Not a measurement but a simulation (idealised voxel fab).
Module name: voxel double patterning (process module)
Cross-sectional view cut (width: 290 nm; square cell size: 5 nm).
A cross-section in this document is a grid of square cells, and it is written down as bands, the top band listed before the ones below it; a band is made up of one or more rows of cells.
The entry gives the band's vertical extent as a top height and a bottom height in nm, then its horizontal make-up as materials from left to right, each with a width in nm. "blank" stands for empty space; a single material marked "all across" fills the band edge to edge.
Heads up on the height convention: 0 is the point under which the incoming wafer is all one material, and the lowest band has no bottom, it just keeps going down, like "from 0 down".
Width: "30 to 40" (first number = top row, second number = bottom row, same change from row to row of cells).
"remained unchanged" for a step: no cell of the cross-section changed in that step.
"Enclosed void entries": sealed empty spaces, 8 cells or more, no open way to top, listed width x height at distance, with distance from the left edge and width, height and distance in nm.
after a step's settings: what the simulator itself notes on the step
The line of a step may include "overlay nm". On a step with a mask, this value is how far to the right of its planned place the mask lay. A negative value means the mask lay to the left.

[Intended process steps]
1) RECEIVE: material Si
2) CONFORMAL_DEP: material SiN, thk nm 5
3) DIRECTIONAL_DEP: material SiO2, thk nm 15
4) DIRECTIONAL_DEP: material SiCN, thk nm 5
5) DIRECTIONAL_DEP: material aC, thk nm 10
6) PATTERN: tone open, mask id FIRST, material resist, width nm 15, pitch nm 50, thk nm 30, overlay nm 0
7) DIRECTIONAL_ETCH: etch materials aC, depth nm 10
8) STRIP: etch materials resist
9) DIRECTIONAL_ETCH: etch materials SiCN, depth nm 5
10) STRIP: etch materials aC
11) PATTERN: tone open, mask id SECOND, material resist, width nm 15, thk nm 20, overlay nm 0
12) DIRECTIONAL_ETCH: etch materials SiCN, depth nm 5
13) STRIP: etch materials resist
14) DIRECTIONAL_ETCH: etch materials SiO2, depth nm 15
15) STRIP: etch materials SiCN

[First of two wafers - as planned]

[Shown in cross-section is the wafer as received, that is, as it stands after step 1]
> from 0 down | Si all across
> Enclosed void entries: none

[Cross-section of the wafer after step 2]
> from 5 to 0 | SiN all across
> Rest of section, below 0: as before.

[Cross-section of the wafer after step 3]
> from 20 to 5 | SiO2 all across
> Rest of section, below 5: as before.

[Cross-section of the wafer after step 4]
> from 25 to 20 | SiCN all across
> Rest of section, below 20: as before.

[Cross-section of the wafer after step 5]
> from 35 to 25 | aC all across
> Rest of section, below 25: as before.

[Cross-section of the wafer after step 6]
> from 65 to 35 | resist: 110  blank: 15  resist: 35  blank: 15  resist: 115
> Rest of section, below 35: as before.

[Cross-section of the wafer after step 7]
> from 55 to 35 | resist: 110  blank: 15  resist: 35  blank: 15  resist: 115
> from 35 to 25 | aC: 110  blank: 15  aC: 35  blank: 15  aC: 115
> Rest of section, below 25: as before.

[Cross-section of the wafer after step 8]
> from 35 to 25 | aC: 110  blank: 15  aC: 35  blank: 15  aC: 115
> Rest of section, below 25: as before.

[Cross-section of the wafer after step 9]
> from 35 to 25 | aC: 110  blank: 15  aC: 35  blank: 15  aC: 115
> from 25 to 20 | SiCN: 110  blank: 15  SiCN: 35  blank: 15  SiCN: 115
> Rest of section, below 20: as before.

[Cross-section of the wafer after step 10]
> from 25 to 20 | SiCN: 110  blank: 15  SiCN: 35  blank: 15  SiCN: 115
> Rest of section, below 20: as before.

[Cross-section of the wafer after step 11]
> from 45 to 25 | resist: 135  blank: 15  resist: 140
> from 25 to 20 | SiCN: 110  resist: 15  SiCN: 35  resist: 15  SiCN: 115
> Rest of section, below 20: as before.

[Cross-section of the wafer after step 12]
> from 45 to 25 | resist: 135  blank: 15  resist: 140
> from 25 to 20 | SiCN: 110  resist: 15  SiCN: 10  blank: 15  SiCN: 10  resist: 15  SiCN: 115
> Rest of section, below 20: as before.

[Cross-section of the wafer after step 13]
> from 25 to 20 | SiCN: 110  blank: 15  SiCN: 10  blank: 15  SiCN: 10  blank: 15  SiCN: 115
> Rest of section, below 20: as before.

[Cross-section of the wafer after step 14]
> from 25 to 20 | SiCN: 110  blank: 15  SiCN: 10  blank: 15  SiCN: 10  blank: 15  SiCN: 115
> from 20 to 5 | SiO2: 110  blank: 15  SiO2: 10  blank: 15  SiO2: 10  blank: 15  SiO2: 115
> Rest of section, below 5: as before.

[Cross-section of the wafer after step 15]
> from 20 to 5 | SiO2: 110  blank: 15  SiO2: 10  blank: 15  SiO2: 10  blank: 15  SiO2: 115
> Rest of section, below 5: as before.

[The second wafer began exactly as the first did and followed the same plan, but one mistake was made while running it; through step 5 inclusive, the two wafers are identical]

[The second wafer in cross-section, at the planned close of step 6]
> from 65 to 35 | blank: 110  resist: 15  blank: 35  resist: 15  blank: 115
> Rest of section, below 35: as before.

[The second wafer in cross-section, at the planned close of step 7]
> from 55 to 35 | blank: 110  resist: 15  blank: 35  resist: 15  blank: 115
> from 35 to 25 | blank: 110  aC: 15  blank: 35  aC: 15  blank: 115
> Rest of section, below 25: as before.

[The second wafer in cross-section, at the planned close of step 8]
> from 35 to 25 | blank: 110  aC: 15  blank: 35  aC: 15  blank: 115
> Rest of section, below 25: as before.

[The second wafer in cross-section, at the planned close of step 9]
> from 35 to 25 | blank: 110  aC: 15  blank: 35  aC: 15  blank: 115
> from 25 to 20 | blank: 110  SiCN: 15  blank: 35  SiCN: 15  blank: 115
> Rest of section, below 20: as before.

[The second wafer in cross-section, at the planned close of step 10]
> from 25 to 20 | blank: 110  SiCN: 15  blank: 35  SiCN: 15  blank: 115
> Rest of section, below 20: as before.

[The second wafer in cross-section, at the planned close of step 11]
> from 45 to 25 | resist: 135  blank: 15  resist: 140
> from 25 to 20 | resist: 110  SiCN: 15  resist: 10  blank: 15  resist: 10  SiCN: 15  resist: 115
> Rest of section, below 20: as before.

The second wafer in cross-section, at the planned close of step 12: remained unchanged

[The second wafer in cross-section, at the planned close of step 13]
> from 25 to 20 | blank: 110  SiCN: 15  blank: 35  SiCN: 15  blank: 115
> Rest of section, below 20: as before.

[The second wafer in cross-section, at the planned close of step 14]
> from 25 to 20 | blank: 110  SiCN: 15  blank: 35  SiCN: 15  blank: 115
> from 20 to 5 | blank: 110  SiO2: 15  blank: 35  SiO2: 15  blank: 115
> Rest of section, below 5: as before.

[The second wafer in cross-section, at the planned close of step 15]
> from 20 to 5 | blank: 110  SiO2: 15  blank: 35  SiO2: 15  blank: 115
> Rest of section, below 5: as before.
Error vs. plan: the process deviated at step 6: the operation and settings actually run there were PATTERN: tone cover, mask id FIRST, material resist, width nm 15, pitch nm 50, thk nm 30, overlay nm 0
Looking at both finished wafers in cells, the second ends up ahead of or behind the first on some materials: 129 fewer of SiO2
